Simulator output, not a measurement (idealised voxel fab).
process module | voxel gate over fins
Cross-section cut spans 300 nm and uses square cells 5 nm in size.
Cross-section format: a grid of square cells, given as bands from top to bottom; each band is one or more rows of cells. This entry defines a band. It first specifies the height of the band's top and the height of its bottom in nm, and then specifies the band's materials from left to right, stating each material with its width in nm. The word "full width" identifies a single material that fills the band from edge to edge, while the word "blank" identifies empty space. Heights from 0 (as-received wafer is one material below). Bottom band endless downward, as "top 0, no bottom". Think of "30 to 40" as a width that walks from the first number to the second as you go down the band, top row to bottom row, taking equal-sized steps from row to row. Where a step carries "left unchanged", the cross-section came out of it unchanged, cell for cell. "Closed void entries" contains a list of empty spaces, each no smaller than 8 cells and without an open way to the top, written in the form width x height at distance with the distance from the left edge and all three in nm. Note: text after step settings on the step line = simulator remark on that step. Each step line may optionally specify "overlay nm", which for a step with a mask gives the rightward distance between the mask's planned place and where it lay, a negative value indicating the leftward direction.
THE PROCESS STEPS THAT WERE PLANNED ARE LISTED BELOW
1. RECEIVE, material Si
2. CONFORMAL_DEP, material SiN, thk nm 5
3. MASKED_ETCH, tone cover, mask id FINS, width nm 15, pitch nm 55, etch materials SiN, depth nm 5, overlay nm 0
4. MASKED_ETCH, tone cover, mask id FINS, width nm 15, pitch nm 55, etch materials Si, depth nm 40, overlay nm 0
5. OXIDIZE, depth nm 5
6. FILL_DEP, material SiO2, thk nm 10
7. CMP, height nm 5
8. DIRECTIONAL_DEP, material aC, thk nm 10
9. PATTERN, tone open, mask id RAIL, material resist, width nm 15, thk nm 25, overlay nm 0
10. DIRECTIONAL_ETCH, etch materials aC, depth nm 10
11. STRIP, etch materials resist
12. DIRECTIONAL_ETCH, etch materials SiO2, depth nm 40
13. STRIP, etch materials aC
14. CONFORMAL_DEP, material TiN, thk nm 5
15. FILL_DEP, material W, thk nm 10
16. CMP, height nm 5
17. SELECTIVE_ETCH, etch materials W Ru TiN, depth nm 25
18. FILL_DEP, material SiO2, thk nm 5
19. CMP, height nm 5
20. SELECTIVE_ETCH, etch materials SiO2, depth nm 15
21. STRIP, etch materials SiN
22. CONFORMAL_DEP, material HfO2, thk nm 5
23. CONFORMAL_DEP, material TiN, thk nm 5
24. CONFORMAL_DEP, material TiAl, thk nm 5
25. CONFORMAL_DEP, material TiN, thk nm 5
26. FILL_DEP, material W, thk nm 15
27. CMP, height nm 30
28. CONFORMAL_DEP, material SiN, thk nm 5
The plan shows the width nm of step 3 as the first wafer had it; this setting differs between the wafers, which start out alike.
CUT THROUGH THE FIRST OF SEVERAL WAFERS AS RECEIVED, POST STEP 1
    top 0, no bottom  Si full width
    Closed void entries: none
CROSS-SECTION, FIRST OF SEVERAL WAFERS, END OF MODULE, AFTER LAST STEP 28
    top 35, bottom 30  SiN full width
    top 30, bottom 20  W full width
    top 20, bottom 15  W: 45, TiN: 45, W: 10, TiN: 45, W: 10, TiN: 45, W: 10, TiN: 45, W: 45
    top 15, bottom 10  W: 45, TiN: 5, TiAl: 35, TiN: 5, W: 10, TiN: 5, TiAl: 35, TiN: 5, W: 10, TiN: 5, TiAl: 35, TiN: 5, W: 10, TiN: 5, TiAl: 35, TiN: 5, W: 45
    top 10, bottom 5  TiN: 50, TiAl: 5, TiN: 25, TiAl: 5, TiN: 20, TiAl: 5, TiN: 25, TiAl: 5, TiN: 20, TiAl: 5, TiN: 25, TiAl: 5, TiN: 20, TiAl: 5, TiN: 25, TiAl: 5, TiN: 50
    top 5, bottom 0  TiAl: 55, TiN: 5, HfO2: 15, TiN: 5, TiAl: 30, TiN: 5, HfO2: 15, TiN: 5, TiAl: 30, TiN: 5, HfO2: 15, TiN: 5, TiAl: 30, TiN: 5, HfO2: 15, TiN: 5, TiAl: 55
    top 0, bottom -5  TiN: 60, HfO2: 5, Si: 5, HfO2: 5, TiN: 40, HfO2: 5, Si: 5, HfO2: 5, TiN: 40, HfO2: 5, Si: 5, HfO2: 5, TiN: 40, HfO2: 5, Si: 5, HfO2: 5, TiN: 60
    top -5, bottom -10  HfO2: 65, Si: 5, HfO2: 50, Si: 5, HfO2: 50, Si: 5, HfO2: 50, Si: 5, HfO2: 65
    top -10, bottom -20  SiO2: 65, Si: 5, SiO2: 50, Si: 5, SiO2: 50, Si: 5, SiO2: 50, Si: 5, SiO2: 65
    top -20, bottom -30  SiO2: 65, Si: 5, SiO2: 15, TiN: 5, W: 5, TiN: 5, SiO2: 20, Si: 5, SiO2: 50, Si: 5, SiO2: 50, Si: 5, SiO2: 65
    top -30, bottom -35  SiO2: 65, Si: 5, SiO2: 15, TiN: 15, SiO2: 20, Si: 5, SiO2: 50, Si: 5, SiO2: 50, Si: 5, SiO2: 65
    top -35, bottom -45  SiO2: 65, Si: 5, SiO2: 50, Si: 5, SiO2: 50, Si: 5, SiO2: 50, Si: 5, SiO2: 65
    top -45, no bottom  Si full width
    Closed void entries: none
CROSS-SECTION OF THE FINAL WAFER AMONG SEVERAL, TAKEN AT THE END OF THE MODULE
    top 35, bottom 30  SiN full width
    top 30, bottom 20  W full width
    top 20, bottom 15  W: 40, TiN: 225, W: 35
    top 15, bottom 10  W: 40, TiN: 5, TiAl: 50, TiN: 5, TiAl: 50, TiN: 5, TiAl: 50, TiN: 5, TiAl: 50, TiN: 5, W: 35
    top 10, bottom 5  TiN: 45, TiAl: 5, TiN: 40, TiAl: 5, TiN: 5, TiAl: 5, TiN: 40, TiAl: 5, TiN: 5, TiAl: 5, TiN: 40, TiAl: 5, TiN: 5, TiAl: 5, TiN: 40, TiAl: 5, TiN: 40
    top 5, bottom 0  TiAl: 50, TiN: 5, HfO2: 30, TiN: 5, TiAl: 15, TiN: 5, HfO2: 30, TiN: 5, TiAl: 15, TiN: 5, HfO2: 30, TiN: 5, TiAl: 15, TiN: 5, HfO2: 30, TiN: 5, TiAl: 45
    top 0, bottom -5  TiN: 55, HfO2: 5, Si: 20, HfO2: 5, TiN: 25, HfO2: 5, Si: 20, HfO2: 5, TiN: 25, HfO2: 5, Si: 20, HfO2: 5, TiN: 25, HfO2: 5, Si: 20, HfO2: 5, TiN: 50
    top -5, bottom -10  HfO2: 60, Si: 20, HfO2: 35, Si: 20, HfO2: 35, Si: 20, HfO2: 35, Si: 20, HfO2: 55
    top -10, bottom -20  SiO2: 60, Si: 20, SiO2: 35, Si: 20, SiO2: 35, Si: 20, SiO2: 35, Si: 20, SiO2: 55
    top -20, bottom -30  SiO2: 60, Si: 20, SiO2: 5, TiN: 5, W: 5, TiN: 5, SiO2: 15, Si: 20, SiO2: 35, Si: 20, SiO2: 35, Si: 20, SiO2: 55
    top -30, bottom -35  SiO2: 60, Si: 20, SiO2: 5, TiN: 15, SiO2: 15, Si: 20, SiO2: 35, Si: 20, SiO2: 35, Si: 20, SiO2: 55
    top -35, bottom -45  SiO2: 60, Si: 20, SiO2: 35, Si: 20, SiO2: 35, Si: 20, SiO2: 35, Si: 20, SiO2: 55
    top -45, no bottom  Si full width
    Closed void entries: none
GAINED (+) OR LOST (-) CELLS OF EACH MATERIAL SINCE RECEIPT, THEN CLOSED VOIDS: ONE ROW PER WAFER, AT THE END OF THE MODULE
width nm 15 | +76 HfO2 | -504 Si | +60 SiN | +383 SiO2 | +76 TiAl | +159 TiN | +170 W | Closed void entries: none
width nm 20 | +76 HfO2 | -468 Si | +60 SiN | +355 SiO2 | +76 TiAl | +159 TiN | +162 W | Closed void entries: none
width nm 25 | +76 HfO2 | -432 Si | +60 SiN | +327 SiO2 | +76 TiAl | +159 TiN | +154 W | Closed void entries: none
width nm 30 | +76 HfO2 | -396 Si | +60 SiN | +299 SiO2 | +76 TiAl | +153 TiN | +152 W | Closed void entries: none
